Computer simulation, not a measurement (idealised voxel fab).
Module name: voxel ribs on slabs (process module)
290 nm wide, 5 nm square cells: that's cross-section cut.
Each cross-section below is a grid of square cells, stated as bands in top-down order, with one or more rows of cells making up each band.
Heads up on the band format: heights come first, top then bottom, in nm. After that it's the materials left to right, each with its width in nm. A single material flagged "everywhere" fills the whole band edge to edge, and "air" means there's empty space there.
Ref level 0: as-received wafer is one material below here. Bottom band extends down with no lower bound ("0 nm and below").
Think of "30->40" as a width that walks from the first number to the second as you go down the band, top row to bottom row, taking equal-sized steps from row to row.
"changes: none" after a step means that no cell of the cross-section changed.
For the entry "Enclosed internal voids", the listed items are empty spaces with no open way to the top whose size is 8 cells or more; each item follows the pattern width x height at distance, where distance is from the left edge and all three are in nm.
It should be noted that, on the line of a given step, the content following the step's settings is a remark produced by the simulator itself with respect to that step.
"overlay nm" answers the question of how far to the right of plan the mask lay on a step that has a mask, and when it is negative the answer is to the left.

The process steps that were planned are listed below:
1 RECEIVE, material Si
2 DIRECTIONAL_DEP, material SiO2, thk nm 30
3 DIRECTIONAL_DEP, material SiN, thk nm 25
4 MASKED_ETCH, tone cover, mask id RIB, width nm 20, etch materials SiN, depth nm 10, overlay nm 0
5 MASKED_ETCH, tone cover, mask id SLAB, width nm 80, etch materials SiN, depth nm 15, overlay nm 0
6 FILL_DEP, material SiO2, thk nm 20
7 CMP, height nm 70
8 DIRECTIONAL_DEP, material W, thk nm 5
9 MASKED_ETCH, tone cover, mask id HEATER, width nm 30, etch materials W, depth nm 5, overlay nm 0
10 CONFORMAL_DEP, material SiO2, thk nm 5

Wafer at receipt (post step 1), cross-section:
* 0 nm and below  Si everywhere
* Enclosed internal voids: none

Looking at the first of two wafers in cross-section at end of module - ran to plan:
* 80 nm to 75 nm  125 nm air  40 nm SiO2  125 nm air
* 75 nm to 70 nm  130 nm SiO2  30 nm W  130 nm SiO2
* 70 nm to 55 nm  SiO2 everywhere
* 55 nm to 45 nm  135 nm SiO2  20 nm SiN  135 nm SiO2
* 45 nm to 30 nm  105 nm SiO2  80 nm SiN  105 nm SiO2
* 30 nm to 0 nm  SiO2 everywhere
* 0 nm and below  Si everywhere
* Enclosed internal voids: none

Cross-sectional view: second of two wafers, end of module; start and plan identical to the first, one mistake in running:
* 80 nm to 75 nm  125 nm air  40 nm SiO2  125 nm air
* 75 nm to 70 nm  130 nm SiO2  30 nm W  130 nm SiO2
* 70 nm to 60 nm  105 nm SiO2  80 nm SiN  105 nm SiO2
* 60 nm to 0 nm  SiO2 everywhere
* 0 nm and below  Si everywhere
* Enclosed internal voids: none
Want to know what went wrong? yeah, plan step 2 got run twice
Bottom line after processing is that, in cells, the second wafer is up or down on some materials versus the first: 24 fewer of SiN, 24 more of SiO2
